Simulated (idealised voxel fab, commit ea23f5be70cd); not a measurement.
process module | voxel transistor to metal
cross-section cut | 170 nm wide | cells 5 nm
A cross-section is a grid of square cells, given in bands from the top down. A band is one or more rows of cells.
Each band's line starts with the height of the band's top and of its bottom, in nm. Then come its materials from left to right, each with its width in nm. One material with "throughout" fills the band from edge to edge. "air" is empty space.
Height 0 is the level under which the wafer as received is all one material. The lowest band goes on downwards, as in "0 down".
A width such as "30 to 40" changes by the same amount from each row of cells to the next, from the band's top row to its bottom row.
"no change" after a step means that no cell of the cross-section changed.
closed voids: empty space of 8 cells or more with no open way to the top, each as width x height at its distance from the left edge, in nm
after a step's settings: what the simulator itself notes on the step
overlay nm, on a step with a mask: how far to the right of its planned place the mask lay; to the left if negative
plan
1 op RECEIVE | material Si
2 op OXIDIZE | depth nm 5
3 op CONFORMAL_DEP | material SiN | thk nm 10
4 op MASKED_ETCH | tone cover | mask id ACTIVE | width nm 100 | etch materials SiN | depth nm 10 | overlay nm 0
5 op MASKED_ETCH | tone cover | mask id ACTIVE | width nm 100 | etch materials SiO2 | depth nm 5 | overlay nm 0
6 op MASKED_ETCH | tone cover | mask id ACTIVE | width nm 100 | etch materials Si | depth nm 30 | overlay nm 0
7 op FILL_DEP | material SiO2 | thk nm 10
8 op CMP | height nm 10
9 op SELECTIVE_ETCH | etch materials SiO2 | depth nm 10
10 op STRIP | etch materials SiN
11 op SELECTIVE_ETCH | etch materials SiO2 | depth nm 5
12 op OXIDIZE | depth nm 5
13 op DIRECTIONAL_DEP | material polySi | thk nm 30
14 op DIRECTIONAL_DEP | material SiCN | thk nm 10
15 op PATTERN | tone cover | mask id GATE | material resist | width nm 30 | thk nm 15 | overlay nm 0
16 op DIRECTIONAL_ETCH | etch materials SiCN | depth nm 20
17 op DIRECTIONAL_ETCH | etch materials polySi | depth nm 40
18 op STRIP | etch materials resist
19 op CONFORMAL_DEP | material SiO2 | thk nm 5
20 op DIRECTIONAL_ETCH | etch materials SiO2 | depth nm 5
21 op CONFORMAL_DEP | material SiN | thk nm 10
22 op DIRECTIONAL_ETCH | etch materials SiN | depth nm 10
23 op DIRECTIONAL_ETCH | etch materials SiO2 | depth nm 5
24 op DIRECTIONAL_ETCH | etch materials Si | depth nm 10
25 op EPI | material nSi | thk nm 10
26 op FILL_DEP | material SiO2 | thk nm 10
27 op CMP | height nm 25
28 op STRIP | etch materials polySi
29 op SELECTIVE_ETCH | etch materials SiO2 | depth nm 5
30 op CONFORMAL_DEP | material HfO2 | thk nm 5
31 op CONFORMAL_DEP | material TiN | thk nm 5
32 op FILL_DEP | material W | thk nm 10
33 op CMP | height nm 20
34 op DIRECTIONAL_DEP | material SiO2 | thk nm 15
35 op PATTERN | tone open | mask id CONTACT | material resist | width nm 15 | pitch nm 75 | thk nm 20 | overlay nm 0
36 op DIRECTIONAL_ETCH | etch materials SiO2 | depth nm 45
37 op STRIP | etch materials resist
38 op CONFORMAL_DEP | material TiN | thk nm 5
39 op FILL_DEP | material W | thk nm 5
40 op CMP | height nm 35
41 op CONFORMAL_DEP | material SiN | thk nm 5
42 op DIRECTIONAL_DEP | material lowk | thk nm 20
43 op MASKED_ETCH | tone open | mask id METAL_1 | width nm 15 | pitch nm 75 | etch materials lowk | depth nm 20 | overlay nm 0
44 op MASKED_ETCH | tone open | mask id METAL_1 | width nm 15 | pitch nm 75 | etch materials SiN | depth nm 5 | overlay nm 0
45 op CONFORMAL_DEP | material TiN | thk nm 5
46 op FILL_DEP | material Ru | thk nm 10
47 op CMP | height nm 60
48 op EPI | material Ru | thk nm 5
49 op FILL_DEP | material SiCN | thk nm 5
50 op DIRECTIONAL_DEP | material lowk | thk nm 25
51 op MASKED_ETCH | tone open | mask id METAL_2 | width nm 15 | pitch nm 75 | etch materials lowk | depth nm 15 | overlay nm 0
52 op MASKED_ETCH | tone open | mask id METAL_2_HOLES | width nm 15 | pitch nm 75 | etch materials lowk | depth nm 10 | overlay nm 0
53 op MASKED_ETCH | tone open | mask id METAL_2_HOLES | width nm 15 | pitch nm 75 | etch materials SiCN | depth nm 5 | overlay nm 0
54 op CONFORMAL_DEP | material TiN | thk nm 5
55 op FILL_DEP | material Cu | thk nm 10
56 op CMP | height nm 95
57 op CONFORMAL_DEP | material SiCN | thk nm 5
first wafer, as planned
as received, after step 1
  0 down: Si throughout
  closed voids: none
after step 2
  0 to -5: SiO2 throughout
  below -5: unchanged
after step 3
  10 to 0: SiN throughout
  below 0: unchanged
after step 4
  10 to 0: air 35 | SiN 100 | air 35
  below 0: unchanged
after step 5
  10 to 0: air 35 | SiN 100 | air 35
  0 to -5: air 35 | SiO2 100 | air 35
  below -5: unchanged
after step 6
  10 to 0: air 35 | SiN 100 | air 35
  0 to -5: air 35 | SiO2 100 | air 35
  -5 to -35: air 35 | Si 100 | air 35
  below -35: unchanged
after step 7
  20 to 10: SiO2 throughout
  10 to 0: SiO2 35 | SiN 100 | SiO2 35
  0 to -5: SiO2 throughout
  -5 to -35: SiO2 35 | Si 100 | SiO2 35
  below -35: unchanged
after step 8
  10 to 0: SiO2 35 | SiN 100 | SiO2 35
  below 0: unchanged
after step 9
  10 to 0: air 35 | SiN 100 | air 35
  below 0: unchanged
after step 10
  0 to -5: SiO2 throughout
  below -5: unchanged
after step 11
  -5 to -35: SiO2 35 | Si 100 | SiO2 35
  below -35: unchanged
after step 12
  -5 to -10: SiO2 throughout
  below -10: unchanged
after step 13
  25 to -5: polySi throughout
  below -5: unchanged
after step 14
  35 to 25: SiCN throughout
  below 25: unchanged
after step 15
  50 to 35: air 70 | resist 30 | air 70
  below 35: unchanged
after step 16
  50 to 35: air 70 | resist 30 | air 70
  35 to 25: air 70 | SiCN 30 | air 70
  below 25: unchanged
after step 17
  50 to 35: air 70 | resist 30 | air 70
  35 to 25: air 70 | SiCN 30 | air 70
  25 to -5: air 70 | polySi 30 | air 70
  below -5: unchanged
after step 18
  35 to 25: air 70 | SiCN 30 | air 70
  below 25: unchanged
after step 19
  40 to 35: air 65 | SiO2 40 | air 65
  35 to 25: air 65 | SiO2 5 | SiCN 30 | SiO2 5 | air 65
  25 to 0: air 65 | SiO2 5 | polySi 30 | SiO2 5 | air 65
  0 to -5: SiO2 70 | polySi 30 | SiO2 70
  below -5: unchanged
after step 20
  35 to 25: air 65 | SiO2 5 | SiCN 30 | SiO2 5 | air 65
  25 to -5: air 65 | SiO2 5 | polySi 30 | SiO2 5 | air 65
  below -5: unchanged
after step 21
  45 to 35: air 55 | SiN 60 | air 55
  35 to 25: air 55 | SiN 10 | SiO2 5 | SiCN 30 | SiO2 5 | SiN 10 | air 55
  25 to 5: air 55 | SiN 10 | SiO2 5 | polySi 30 | SiO2 5 | SiN 10 | air 55
  5 to -5: SiN 65 | SiO2 5 | polySi 30 | SiO2 5 | SiN 65
  below -5: unchanged
after step 22
  35 to 25: air 55 | SiN 10 | SiO2 5 | SiCN 30 | SiO2 5 | SiN 10 | air 55
  25 to -5: air 55 | SiN 10 | SiO2 5 | polySi 30 | SiO2 5 | SiN 10 | air 55
  below -5: unchanged
after step 23
  35 to 30: air 55 | SiN 10 | air 5 | SiCN 30 | air 5 | SiN 10 | air 55
  30 to 25: air 55 | SiN 10 | SiO2 5 | SiCN 30 | SiO2 5 | SiN 10 | air 55
  25 to -5: air 55 | SiN 10 | SiO2 5 | polySi 30 | SiO2 5 | SiN 10 | air 55
  -5 to -10: air 55 | SiO2 60 | air 55
  below -10: unchanged
after step 24
  35 to 30: air 55 | SiN 10 | air 5 | SiCN 30 | air 5 | SiN 10 | air 55
  30 to 25: air 55 | SiN 10 | SiO2 5 | SiCN 30 | SiO2 5 | SiN 10 | air 55
  25 to -5: air 55 | SiN 10 | SiO2 5 | polySi 30 | SiO2 5 | SiN 10 | air 55
  -5 to -10: air 55 | SiO2 60 | air 55
  -10 to -20: SiO2 35 | air 20 | Si 60 | air 20 | SiO2 35
  below -20: unchanged
after step 25
  35 to 30: air 55 | SiN 10 | air 5 | SiCN 30 | air 5 | SiN 10 | air 55
  30 to 25: air 55 | SiN 10 | SiO2 5 | SiCN 30 | SiO2 5 | SiN 10 | air 55
  25 to 0: air 55 | SiN 10 | SiO2 5 | polySi 30 | SiO2 5 | SiN 10 | air 55
  0 to -5: air 45 | nSi 10 | SiN 10 | SiO2 5 | polySi 30 | SiO2 5 | SiN 10 | nSi 10 | air 45
  -5 to -10: air 45 | nSi 10 | SiO2 60 | nSi 10 | air 45
  -10 to -20: SiO2 35 | nSi 20 | Si 60 | nSi 20 | SiO2 35
  below -20: unchanged
after step 26
  45 to 35: SiO2 throughout
  35 to 25: SiO2 55 | SiN 10 | SiO2 5 | SiCN 30 | SiO2 5 | SiN 10 | SiO2 55
  25 to 0: SiO2 55 | SiN 10 | SiO2 5 | polySi 30 | SiO2 5 | SiN 10 | SiO2 55
  0 to -5: SiO2 45 | nSi 10 | SiN 10 | SiO2 5 | polySi 30 | SiO2 5 | SiN 10 | nSi 10 | SiO2 45
  -5 to -10: SiO2 45 | nSi 10 | SiO2 60 | nSi 10 | SiO2 45
  below -10: unchanged
after step 27
  25 to 0: SiO2 55 | SiN 10 | SiO2 5 | polySi 30 | SiO2 5 | SiN 10 | SiO2 55
  below 0: unchanged
after step 28
  25 to 0: SiO2 55 | SiN 10 | SiO2 5 | air 30 | SiO2 5 | SiN 10 | SiO2 55
  0 to -5: SiO2 45 | nSi 10 | SiN 10 | SiO2 5 | air 30 | SiO2 5 | SiN 10 | nSi 10 | SiO2 45
  below -5: unchanged
after step 29
  25 to 20: air 55 | SiN 10 | air 40 | SiN 10 | air 55
  20 to 0: SiO2 55 | SiN 10 | air 40 | SiN 10 | SiO2 55
  0 to -5: SiO2 45 | nSi 10 | SiN 10 | air 40 | SiN 10 | nSi 10 | SiO2 45
  -5 to -10: SiO2 45 | nSi 10 | SiO2 10 | air 40 | SiO2 10 | nSi 10 | SiO2 45
  below -10: unchanged
after step 30
  30 to 25: air 50 | HfO2 20 | air 30 | HfO2 20 | air 50
  25 to 20: HfO2 55 | SiN 10 | HfO2 5 | air 30 | HfO2 5 | SiN 10 | HfO2 55
  20 to 0: SiO2 55 | SiN 10 | HfO2 5 | air 30 | HfO2 5 | SiN 10 | SiO2 55
  0 to -5: SiO2 45 | nSi 10 | SiN 10 | HfO2 5 | air 30 | HfO2 5 | SiN 10 | nSi 10 | SiO2 45
  -5 to -10: SiO2 45 | nSi 10 | SiO2 10 | HfO2 40 | SiO2 10 | nSi 10 | SiO2 45
  below -10: unchanged
after step 31
  35 to 30: air 45 | TiN 30 | air 20 | TiN 30 | air 45
  30 to 25: TiN 50 | HfO2 20 | TiN 5 | air 20 | TiN 5 | HfO2 20 | TiN 50
  25 to 20: HfO2 55 | SiN 10 | HfO2 5 | TiN 5 | air 20 | TiN 5 | HfO2 5 | SiN 10 | HfO2 55
  20 to 0: SiO2 55 | SiN 10 | HfO2 5 | TiN 5 | air 20 | TiN 5 | HfO2 5 | SiN 10 | SiO2 55
  0 to -5: SiO2 45 | nSi 10 | SiN 10 | HfO2 5 | TiN 30 | HfO2 5 | SiN 10 | nSi 10 | SiO2 45
  below -5: unchanged
after step 32
  45 to 35: W throughout
  35 to 30: W 45 | TiN 30 | W 20 | TiN 30 | W 45
  30 to 25: TiN 50 | HfO2 20 | TiN 5 | W 20 | TiN 5 | HfO2 20 | TiN 50
  25 to 20: HfO2 55 | SiN 10 | HfO2 5 | TiN 5 | W 20 | TiN 5 | HfO2 5 | SiN 10 | HfO2 55
  20 to 0: SiO2 55 | SiN 10 | HfO2 5 | TiN 5 | W 20 | TiN 5 | HfO2 5 | SiN 10 | SiO2 55
  below 0: unchanged
after step 33
  20 to 0: SiO2 55 | SiN 10 | HfO2 5 | TiN 5 | W 20 | TiN 5 | HfO2 5 | SiN 10 | SiO2 55
  below 0: unchanged
after step 34
  35 to 20: SiO2 throughout
  below 20: unchanged
after step 35
  55 to 35: resist 40 | air 15 | resist 60 | air 15 | resist 40
  below 35: unchanged
after step 36
  55 to 35: resist 40 | air 15 | resist 60 | air 15 | resist 40
  35 to 20: SiO2 40 | air 15 | SiO2 60 | air 15 | SiO2 40
  20 to 0: SiO2 40 | air 15 | SiN 10 | HfO2 5 | TiN 5 | W 20 | TiN 5 | HfO2 5 | SiN 10 | air 15 | SiO2 40
  0 to -5: SiO2 40 | air 5 | nSi 10 | SiN 10 | HfO2 5 | TiN 30 | HfO2 5 | SiN 10 | nSi 10 | air 5 | SiO2 40
  -5 to -10: SiO2 40 | air 5 | nSi 10 | SiO2 10 | HfO2 40 | SiO2 10 | nSi 10 | air 5 | SiO2 40
  below -10: unchanged
after step 37
  35 to 20: SiO2 40 | air 15 | SiO2 60 | air 15 | SiO2 40
  below 20: unchanged
after step 38
  40 to 35: TiN 45 | air 5 | TiN 70 | air 5 | TiN 45
  35 to 20: SiO2 40 | TiN 5 | air 5 | TiN 5 | SiO2 60 | TiN 5 | air 5 | TiN 5 | SiO2 40
  20 to 5: SiO2 40 | TiN 5 | air 5 | TiN 5 | SiN 10 | HfO2 5 | TiN 5 | W 20 | TiN 5 | HfO2 5 | SiN 10 | TiN 5 | air 5 | TiN 5 | SiO2 40
  5 to 0: SiO2 40 | TiN 15 | SiN 10 | HfO2 5 | TiN 5 | W 20 | TiN 5 | HfO2 5 | SiN 10 | TiN 15 | SiO2 40
  0 to -5: SiO2 40 | TiN 5 | nSi 10 | SiN 10 | HfO2 5 | TiN 30 | HfO2 5 | SiN 10 | nSi 10 | TiN 5 | SiO2 40
  -5 to -10: SiO2 40 | TiN 5 | nSi 10 | SiO2 10 | HfO2 40 | SiO2 10 | nSi 10 | TiN 5 | SiO2 40
  below -10: unchanged
after step 39
  45 to 40: W throughout
  40 to 35: TiN 45 | W 5 | TiN 70 | W 5 | TiN 45
  35 to 20: SiO2 40 | TiN 5 | W 5 | TiN 5 | SiO2 60 | TiN 5 | W 5 | TiN 5 | SiO2 40
  20 to 5: SiO2 40 | TiN 5 | W 5 | TiN 5 | SiN 10 | HfO2 5 | TiN 5 | W 20 | TiN 5 | HfO2 5 | SiN 10 | TiN 5 | W 5 | TiN 5 | SiO2 40
  below 5: unchanged
after step 40
  35 to 20: SiO2 40 | TiN 5 | W 5 | TiN 5 | SiO2 60 | TiN 5 | W 5 | TiN 5 | SiO2 40
  below 20: unchanged
after step 41
  40 to 35: SiN throughout
  below 35: unchanged
after step 42
  60 to 40: lowk throughout
  below 40: unchanged
after step 43
  60 to 40: lowk 40 | air 15 | lowk 60 | air 15 | lowk 40
  below 40: unchanged
after step 44
  60 to 40: lowk 40 | air 15 | lowk 60 | air 15 | lowk 40
  40 to 35: SiN 40 | air 15 | SiN 60 | air 15 | SiN 40
  below 35: unchanged
after step 45
  65 to 60: TiN 45 | air 5 | TiN 70 | air 5 | TiN 45
  60 to 40: lowk 40 | TiN 5 | air 5 | TiN 5 | lowk 60 | TiN 5 | air 5 | TiN 5 | lowk 40
  40 to 35: SiN 40 | TiN 15 | SiN 60 | TiN 15 | SiN 40
  below 35: unchanged
after step 46
  75 to 65: Ru throughout
  65 to 60: TiN 45 | Ru 5 | TiN 70 | Ru 5 | TiN 45
  60 to 40: lowk 40 | TiN 5 | Ru 5 | TiN 5 | lowk 60 | TiN 5 | Ru 5 | TiN 5 | lowk 40
  below 40: unchanged
after step 47
  60 to 40: lowk 40 | TiN 5 | Ru 5 | TiN 5 | lowk 60 | TiN 5 | Ru 5 | TiN 5 | lowk 40
  below 40: unchanged
after step 48
  65 to 60: air 35 | Ru 25 | air 50 | Ru 25 | air 35
  below 60: unchanged
after step 49
  70 to 65: SiCN throughout
  65 to 60: SiCN 35 | Ru 25 | SiCN 50 | Ru 25 | SiCN 35
  below 60: unchanged
after step 50
  95 to 70: lowk throughout
  below 70: unchanged
after step 51
  95 to 80: lowk 40 | air 15 | lowk 60 | air 15 | lowk 40
  below 80: unchanged
after step 52
  95 to 70: lowk 40 | air 15 | lowk 60 | air 15 | lowk 40
  below 70: unchanged
after step 53
  95 to 70: lowk 40 | air 15 | lowk 60 | air 15 | lowk 40
  70 to 65: SiCN 40 | air 15 | SiCN 60 | air 15 | SiCN 40
  below 65: unchanged
after step 54
  100 to 95: TiN 45 | air 5 | TiN 70 | air 5 | TiN 45
  95 to 70: lowk 40 | TiN 5 | air 5 | TiN 5 | lowk 60 | TiN 5 | air 5 | TiN 5 | lowk 40
  70 to 65: SiCN 40 | TiN 15 | SiCN 60 | TiN 15 | SiCN 40
  below 65: unchanged
after step 55
  110 to 100: Cu throughout
  100 to 95: TiN 45 | Cu 5 | TiN 70 | Cu 5 | TiN 45
  95 to 70: lowk 40 | TiN 5 | Cu 5 | TiN 5 | lowk 60 | TiN 5 | Cu 5 | TiN 5 | lowk 40
  below 70: unchanged
after step 56
  95 to 70: lowk 40 | TiN 5 | Cu 5 | TiN 5 | lowk 60 | TiN 5 | Cu 5 | TiN 5 | lowk 40
  below 70: unchanged
after step 57
  100 to 95: SiCN throughout
  below 95: unchanged
second wafer: like start, like plan, one mistake. Through step 50 it matches the first wafer
when step 51 should have ended
  95 to 80: lowk 40 | air 20 | lowk 55 | air 20 | lowk 35
  below 80: unchanged
when step 52 should have ended
  95 to 80: lowk 40 | air 20 | lowk 55 | air 20 | lowk 35
  80 to 70: lowk 40 | air 15 | lowk 60 | air 15 | lowk 40
  below 70: unchanged
when step 53 should have ended
  95 to 80: lowk 40 | air 20 | lowk 55 | air 20 | lowk 35
  80 to 70: lowk 40 | air 15 | lowk 60 | air 15 | lowk 40
  70 to 65: SiCN 40 | air 15 | SiCN 60 | air 15 | SiCN 40
  below 65: unchanged
when step 54 should have ended
  100 to 95: TiN 45 | air 10 | TiN 65 | air 10 | TiN 40
  95 to 85: lowk 40 | TiN 5 | air 10 | TiN 5 | lowk 55 | TiN 5 | air 10 | TiN 5 | lowk 35
  85 to 80: lowk 40 | TiN 5 | air 5 | TiN 10 | lowk 55 | TiN 5 | air 5 | TiN 10 | lowk 35
  80 to 70: lowk 40 | TiN 5 | air 5 | TiN 5 | lowk 60 | TiN 5 | air 5 | TiN 5 | lowk 40
  70 to 65: SiCN 40 | TiN 15 | SiCN 60 | TiN 15 | SiCN 40
  below 65: unchanged
when step 55 should have ended
  110 to 100: Cu throughout
  100 to 95: TiN 45 | Cu 10 | TiN 65 | Cu 10 | TiN 40
  95 to 85: lowk 40 | TiN 5 | Cu 10 | TiN 5 | lowk 55 | TiN 5 | Cu 10 | TiN 5 | lowk 35
  85 to 80: lowk 40 | TiN 5 | Cu 5 | TiN 10 | lowk 55 | TiN 5 | Cu 5 | TiN 10 | lowk 35
  80 to 70: lowk 40 | TiN 5 | Cu 5 | TiN 5 | lowk 60 | TiN 5 | Cu 5 | TiN 5 | lowk 40
  below 70: unchanged
when step 56 should have ended
  95 to 85: lowk 40 | TiN 5 | Cu 10 | TiN 5 | lowk 55 | TiN 5 | Cu 10 | TiN 5 | lowk 35
  below 85: unchanged
when step 57 should have ended
  100 to 95: SiCN throughout
  below 95: unchanged
what went wrong: step 51 ran as: op MASKED_ETCH | tone open | mask id METAL_2 | width nm 20 | pitch nm 75 | etch materials lowk | depth nm 15 | overlay nm 0
at the end the second wafer has, in cells: 4 more of Cu | 2 more of TiN | 6 fewer of lowk
